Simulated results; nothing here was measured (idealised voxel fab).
The process module that follows is named voxel gate over fins.
The cross-section shown here is cut; it is 275 nm wide and divided into square cells measuring 5 nm on a side.
This document writes a cross-section as a grid whose cells are square, and gives it as bands, listed from the top down; one or more rows of cells form a band.
The entry gives the band's vertical extent as a top height and a bottom height in nm, then its horizontal make-up as materials from left to right, each with a width in nm. "blank" stands for empty space; a single material marked "full width" fills the band edge to edge.
Height reference: 0 = level under which incoming wafer is all one material. Lowest band: no bottom, runs on downward, e.g. "0 nm and below".
Think of "30 to 40" as a width that walks from the first number to the second as you go down the band, top row to bottom row, taking equal-sized steps from row to row.
"no change occurred" for a step: no cell of the cross-section changed in that step.
Voids not open to the top, 8 cells minimum: see "Closed-off voids". Written width x height at distance; distance is from the left edge; nm.
What comes after the settings on a step's line is commentary from the simulator itself on that step.
"overlay nm", when on a step's line for a step with a mask, measures how far to the right of its planned place the mask lay; a negative measure means to the left.
THIS SECTION LISTS THE PROCESS STEPS THAT WERE PLANNED
1 RECEIVE,material Si
2 CONFORMAL_DEP,material SiN,thk nm 10
3 DIRECTIONAL_DEP,material aC,thk nm 10
4 PATTERN,tone cover,mask id FINS,material resist,width nm 15,pitch nm 55,thk nm 30,overlay nm 0
5 DIRECTIONAL_ETCH,etch materials aC,depth nm 10
6 STRIP,etch materials resist
7 DIRECTIONAL_ETCH,etch materials SiN,depth nm 10
8 DIRECTIONAL_ETCH,etch materials Si,depth nm 40
9 STRIP,etch materials aC
10 FILL_DEP,material SiO2,thk nm 10
11 CMP,height nm 10
12 PATTERN,tone open,mask id RAIL,material resist,width nm 15,thk nm 20,overlay nm 0
13 DIRECTIONAL_ETCH,etch materials SiO2,depth nm 45
14 STRIP,etch materials resist
15 CONFORMAL_DEP,material TiN,thk nm 5
16 FILL_DEP,material W,thk nm 5
17 CMP,height nm 10
18 SELECTIVE_ETCH,etch materials W Ru TiN,depth nm 30
19 FILL_DEP,material SiO2,thk nm 5
20 CMP,height nm 10
21 SELECTIVE_ETCH,etch materials SiO2,depth nm 25
22 STRIP,etch materials SiN
23 CONFORMAL_DEP,material HfO2,thk nm 5
24 CONFORMAL_DEP,material TiN,thk nm 5
25 FILL_DEP,material W,thk nm 15
26 CMP,height nm 20
27 CONFORMAL_DEP,material SiCN,thk nm 5
RUN AS PLANNED: FIRST OF TWO WAFERS
CROSS-SECTION OF THE INCOMING WAFER, STATE AFTER STEP 1
* 0 nm and below = Si full width
* Closed-off voids: none
AFTER STEP 2
* 10 nm to 0 nm = SiN full width
* No changes below 0.
AFTER STEP 3
* 20 nm to 10 nm = aC full width
* No changes below 10.
AFTER STEP 4
* 50 nm to 20 nm = blank (75)  resist (15)  blank (40)  resist (15)  blank (40)  resist (15)  blank (75)
* No changes below 20.
AFTER STEP 5
* 40 nm to 20 nm = blank (75)  resist (15)  blank (40)  resist (15)  blank (40)  resist (15)  blank (75)
* 20 nm to 10 nm = blank (75)  aC (15)  blank (40)  aC (15)  blank (40)  aC (15)  blank (75)
* No changes below 10.
AFTER STEP 6
* 20 nm to 10 nm = blank (75)  aC (15)  blank (40)  aC (15)  blank (40)  aC (15)  blank (75)
* No changes below 10.
AFTER STEP 7
* 20 nm to 10 nm = blank (75)  aC (15)  blank (40)  aC (15)  blank (40)  aC (15)  blank (75)
* 10 nm to 0 nm = blank (75)  SiN (15)  blank (40)  SiN (15)  blank (40)  SiN (15)  blank (75)
* No changes below 0.
AFTER STEP 8
* 20 nm to 10 nm = blank (75)  aC (15)  blank (40)  aC (15)  blank (40)  aC (15)  blank (75)
* 10 nm to 0 nm = blank (75)  SiN (15)  blank (40)  SiN (15)  blank (40)  SiN (15)  blank (75)
* 0 nm to -40 nm = blank (75)  Si (15)  blank (40)  Si (15)  blank (40)  Si (15)  blank (75)
* No changes below -40.
AFTER STEP 9
* 10 nm to 0 nm = blank (75)  SiN (15)  blank (40)  SiN (15)  blank (40)  SiN (15)  blank (75)
* No changes below 0.
AFTER STEP 10
* 20 nm to 10 nm = SiO2 full width
* 10 nm to 0 nm = SiO2 (75)  SiN (15)  SiO2 (40)  SiN (15)  SiO2 (40)  SiN (15)  SiO2 (75)
* 0 nm to -40 nm = SiO2 (75)  Si (15)  SiO2 (40)  Si (15)  SiO2 (40)  Si (15)  SiO2 (75)
* No changes below -40.
AFTER STEP 11
* 10 nm to 0 nm = SiO2 (75)  SiN (15)  SiO2 (40)  SiN (15)  SiO2 (40)  SiN (15)  SiO2 (75)
* No changes below 0.
AFTER STEP 12
* 30 nm to 10 nm = resist (100)  blank (15)  resist (160)
* No changes below 10.
AFTER STEP 13
* 30 nm to 10 nm = resist (100)  blank (15)  resist (160)
* 10 nm to 0 nm = SiO2 (75)  SiN (15)  SiO2 (10)  blank (15)  SiO2 (15)  SiN (15)  SiO2 (40)  SiN (15)  SiO2 (75)
* 0 nm to -35 nm = SiO2 (75)  Si (15)  SiO2 (10)  blank (15)  SiO2 (15)  Si (15)  SiO2 (40)  Si (15)  SiO2 (75)
* No changes below -35.
AFTER STEP 14
* 10 nm to 0 nm = SiO2 (75)  SiN (15)  SiO2 (10)  blank (15)  SiO2 (15)  SiN (15)  SiO2 (40)  SiN (15)  SiO2 (75)
* No changes below 0.
AFTER STEP 15
* 15 nm to 10 nm = TiN (105)  blank (5)  TiN (165)
* 10 nm to 0 nm = SiO2 (75)  SiN (15)  SiO2 (10)  TiN (5)  blank (5)  TiN (5)  SiO2 (15)  SiN (15)  SiO2 (40)  SiN (15)  SiO2 (75)
* 0 nm to -30 nm = SiO2 (75)  Si (15)  SiO2 (10)  TiN (5)  blank (5)  TiN (5)  SiO2 (15)  Si (15)  SiO2 (40)  Si (15)  SiO2 (75)
* -30 nm to -35 nm = SiO2 (75)  Si (15)  SiO2 (10)  TiN (15)  SiO2 (15)  Si (15)  SiO2 (40)  Si (15)  SiO2 (75)
* No changes below -35.
AFTER STEP 16
* 20 nm to 15 nm = W full width
* 15 nm to 10 nm = TiN (105)  W (5)  TiN (165)
* 10 nm to 0 nm = SiO2 (75)  SiN (15)  SiO2 (10)  TiN (5)  W (5)  TiN (5)  SiO2 (15)  SiN (15)  SiO2 (40)  SiN (15)  SiO2 (75)
* 0 nm to -30 nm = SiO2 (75)  Si (15)  SiO2 (10)  TiN (5)  W (5)  TiN (5)  SiO2 (15)  Si (15)  SiO2 (40)  Si (15)  SiO2 (75)
* No changes below -30.
AFTER STEP 17
* 10 nm to 0 nm = SiO2 (75)  SiN (15)  SiO2 (10)  TiN (5)  W (5)  TiN (5)  SiO2 (15)  SiN (15)  SiO2 (40)  SiN (15)  SiO2 (75)
* No changes below 0.
AFTER STEP 18
* 10 nm to 0 nm = SiO2 (75)  SiN (15)  SiO2 (10)  blank (15)  SiO2 (15)  SiN (15)  SiO2 (40)  SiN (15)  SiO2 (75)
* 0 nm to -20 nm = SiO2 (75)  Si (15)  SiO2 (10)  blank (15)  SiO2 (15)  Si (15)  SiO2 (40)  Si (15)  SiO2 (75)
* No changes below -20.
AFTER STEP 19
* 15 nm to 10 nm = SiO2 full width
* 10 nm to 0 nm = SiO2 (75)  SiN (15)  SiO2 (40)  SiN (15)  SiO2 (40)  SiN (15)  SiO2 (75)
* 0 nm to -20 nm = SiO2 (75)  Si (15)  SiO2 (40)  Si (15)  SiO2 (40)  Si (15)  SiO2 (75)
* No changes below -20.
AFTER STEP 20
* 10 nm to 0 nm = SiO2 (75)  SiN (15)  SiO2 (40)  SiN (15)  SiO2 (40)  SiN (15)  SiO2 (75)
* No changes below 0.
AFTER STEP 21
* 10 nm to 0 nm = blank (75)  SiN (15)  blank (40)  SiN (15)  blank (40)  SiN (15)  blank (75)
* 0 nm to -15 nm = blank (75)  Si (15)  blank (40)  Si (15)  blank (40)  Si (15)  blank (75)
* No changes below -15.
AFTER STEP 22
* 0 nm to -15 nm = blank (75)  Si (15)  blank (40)  Si (15)  blank (40)  Si (15)  blank (75)
* No changes below -15.
AFTER STEP 23
* 5 nm to 0 nm = blank (70)  HfO2 (25)  blank (30)  HfO2 (25)  blank (30)  HfO2 (25)  blank (70)
* 0 nm to -10 nm = blank (70)  HfO2 (5)  Si (15)  HfO2 (5)  blank (30)  HfO2 (5)  Si (15)  HfO2 (5)  blank (30)  HfO2 (5)  Si (15)  HfO2 (5)  blank (70)
* -10 nm to -15 nm = HfO2 (75)  Si (15)  HfO2 (40)  Si (15)  HfO2 (40)  Si (15)  HfO2 (75)
* No changes below -15.
AFTER STEP 24
* 10 nm to 5 nm = blank (65)  TiN (35)  blank (20)  TiN (35)  blank (20)  TiN (35)  blank (65)
* 5 nm to 0 nm = blank (65)  TiN (5)  HfO2 (25)  TiN (5)  blank (20)  TiN (5)  HfO2 (25)  TiN (5)  blank (20)  TiN (5)  HfO2 (25)  TiN (5)  blank (65)
* 0 nm to -5 nm = blank (65)  TiN (5)  HfO2 (5)  Si (15)  HfO2 (5)  TiN (5)  blank (20)  TiN (5)  HfO2 (5)  Si (15)  HfO2 (5)  TiN (5)  blank (20)  TiN (5)  HfO2 (5)  Si (15)  HfO2 (5)  TiN (5)  blank (65)
* -5 nm to -10 nm = TiN (70)  HfO2 (5)  Si (15)  HfO2 (5)  TiN (30)  HfO2 (5)  Si (15)  HfO2 (5)  TiN (30)  HfO2 (5)  Si (15)  HfO2 (5)  TiN (70)
* No changes below -10.
AFTER STEP 25
* 25 nm to 10 nm = W full width
* 10 nm to 5 nm = W (65)  TiN (35)  W (20)  TiN (35)  W (20)  TiN (35)  W (65)
* 5 nm to 0 nm = W (65)  TiN (5)  HfO2 (25)  TiN (5)  W (20)  TiN (5)  HfO2 (25)  TiN (5)  W (20)  TiN (5)  HfO2 (25)  TiN (5)  W (65)
* 0 nm to -5 nm = W (65)  TiN (5)  HfO2 (5)  Si (15)  HfO2 (5)  TiN (5)  W (20)  TiN (5)  HfO2 (5)  Si (15)  HfO2 (5)  TiN (5)  W (20)  TiN (5)  HfO2 (5)  Si (15)  HfO2 (5)  TiN (5)  W (65)
* No changes below -5.
AFTER STEP 26
* 20 nm to 10 nm = W full width
* No changes below 10.
AFTER STEP 27
* 25 nm to 20 nm = SiCN full width
* No changes below 20.
WHAT FOLLOWS CONCERNS THE SECOND WAFER, WHICH STARTED OUT LIKE THE FIRST AND WAS MEANT TO FOLLOW THE VERY SAME PLAN; ONE MISTAKE CREPT IN WHEN IT WAS RUN, BUT EVERYTHING UP TO AND INCLUDING STEP 20 IS THE SAME AS FOR THE FIRST WAFER
SECOND WAFER, SECTION VIEW, TIME POINT: SCHEDULED END OF STEP 21
* 10 nm to 0 nm = SiO2 (75)  blank (15)  SiO2 (40)  blank (15)  SiO2 (40)  blank (15)  SiO2 (75)
* No changes below 0.
SECOND WAFER, SECTION VIEW, TIME POINT: SCHEDULED END OF STEP 22
* 0 nm to -15 nm = blank (75)  Si (15)  blank (40)  Si (15)  blank (40)  Si (15)  blank (75)
* -15 nm to -20 nm = SiO2 (50)  blank (25)  Si (15)  blank (40)  Si (15)  blank (40)  Si (15)  blank (25)  SiO2 (50)
* -20 nm to -25 nm = SiO2 (50)  blank (25)  Si (15)  blank (10)  TiN (5)  W (5)  TiN (5)  blank (15)  Si (15)  blank (40)  Si (15)  blank (25)  SiO2 (50)
* No changes below -25.
SECOND WAFER, SECTION VIEW, TIME POINT: SCHEDULED END OF STEP 23
* 5 nm to 0 nm = blank (70)  HfO2 (25)  blank (30)  HfO2 (25)  blank (30)  HfO2 (25)  blank (70)
* 0 nm to -10 nm = blank (70)  HfO2 (5)  Si (15)  HfO2 (5)  blank (30)  HfO2 (5)  Si (15)  HfO2 (5)  blank (30)  HfO2 (5)  Si (15)  HfO2 (5)  blank (70)
* -10 nm to -15 nm = HfO2 (55)  blank (15)  HfO2 (5)  Si (15)  HfO2 (5)  blank (30)  HfO2 (5)  Si (15)  HfO2 (5)  blank (30)  HfO2 (5)  Si (15)  HfO2 (5)  blank (15)  HfO2 (55)
* -15 nm to -20 nm = SiO2 (50)  HfO2 (5)  blank (15)  HfO2 (5)  Si (15)  HfO2 (30)  blank (5)  HfO2 (5)  Si (15)  HfO2 (5)  blank (30)  HfO2 (5)  Si (15)  HfO2 (5)  blank (15)  HfO2 (5)  SiO2 (50)
* -20 nm to -25 nm = SiO2 (50)  HfO2 (25)  Si (15)  HfO2 (10)  TiN (5)  W (5)  TiN (5)  HfO2 (15)  Si (15)  HfO2 (40)  Si (15)  HfO2 (25)  SiO2 (50)
* No changes below -25.
SECOND WAFER, SECTION VIEW, TIME POINT: SCHEDULED END OF STEP 24
* 10 nm to 5 nm = blank (65)  TiN (35)  blank (20)  TiN (35)  blank (20)  TiN (35)  blank (65)
* 5 nm to 0 nm = blank (65)  TiN (5)  HfO2 (25)  TiN (5)  blank (20)  TiN (5)  HfO2 (25)  TiN (5)  blank (20)  TiN (5)  HfO2 (25)  TiN (5)  blank (65)
* 0 nm to -5 nm = blank (65)  TiN (5)  HfO2 (5)  Si (15)  HfO2 (5)  TiN (5)  blank (20)  TiN (5)  HfO2 (5)  Si (15)  HfO2 (5)  TiN (5)  blank (20)  TiN (5)  HfO2 (5)  Si (15)  HfO2 (5)  TiN (5)  blank (65)
* -5 nm to -10 nm = TiN (60)  blank (5)  TiN (5)  HfO2 (5)  Si (15)  HfO2 (5)  TiN (5)  blank (20)  TiN (5)  HfO2 (5)  Si (15)  HfO2 (5)  TiN (5)  blank (20)  TiN (5)  HfO2 (5)  Si (15)  HfO2 (5)  TiN (5)  blank (5)  TiN (60)
* -10 nm to -15 nm = HfO2 (55)  TiN (5)  blank (5)  TiN (5)  HfO2 (5)  Si (15)  HfO2 (5)  TiN (30)  HfO2 (5)  Si (15)  HfO2 (5)  TiN (5)  blank (20)  TiN (5)  HfO2 (5)  Si (15)  HfO2 (5)  TiN (5)  blank (5)  TiN (5)  HfO2 (55)
* -15 nm to -20 nm = SiO2 (50)  HfO2 (5)  TiN (15)  HfO2 (5)  Si (15)  HfO2 (30)  TiN (5)  HfO2 (5)  Si (15)  HfO2 (5)  TiN (30)  HfO2 (5)  Si (15)  HfO2 (5)  TiN (15)  HfO2 (5)  SiO2 (50)
* No changes below -20.
SECOND WAFER, SECTION VIEW, TIME POINT: SCHEDULED END OF STEP 25
* 25 nm to 10 nm = W full width
* 10 nm to 5 nm = W (65)  TiN (35)  W (20)  TiN (35)  W (20)  TiN (35)  W (65)
* 5 nm to 0 nm = W (65)  TiN (5)  HfO2 (25)  TiN (5)  W (20)  TiN (5)  HfO2 (25)  TiN (5)  W (20)  TiN (5)  HfO2 (25)  TiN (5)  W (65)
* 0 nm to -5 nm = W (65)  TiN (5)  HfO2 (5)  Si (15)  HfO2 (5)  TiN (5)  W (20)  TiN (5)  HfO2 (5)  Si (15)  HfO2 (5)  TiN (5)  W (20)  TiN (5)  HfO2 (5)  Si (15)  HfO2 (5)  TiN (5)  W (65)
* -5 nm to -10 nm = TiN (60)  W (5)  TiN (5)  HfO2 (5)  Si (15)  HfO2 (5)  TiN (5)  W (20)  TiN (5)  HfO2 (5)  Si (15)  HfO2 (5)  TiN (5)  W (20)  TiN (5)  HfO2 (5)  Si (15)  HfO2 (5)  TiN (5)  W (5)  TiN (60)
* -10 nm to -15 nm = HfO2 (55)  TiN (5)  W (5)  TiN (5)  HfO2 (5)  Si (15)  HfO2 (5)  TiN (30)  HfO2 (5)  Si (15)  HfO2 (5)  TiN (5)  W (20)  TiN (5)  HfO2 (5)  Si (15)  HfO2 (5)  TiN (5)  W (5)  TiN (5)  HfO2 (55)
* No changes below -15.
SECOND WAFER, SECTION VIEW, TIME POINT: SCHEDULED END OF STEP 26
* 20 nm to 10 nm = W full width
* No changes below 10.
SECOND WAFER, SECTION VIEW, TIME POINT: SCHEDULED END OF STEP 27
* 25 nm to 20 nm = SiCN full width
* No changes below 20.
Finding, execution versus plan: steps 21 and 22 swapped
The second wafer ends with more or fewer cells of some materials than the first, per final count: 18 more of HfO2, 49 fewer of SiO2, 15 more of TiN, 16 more of W
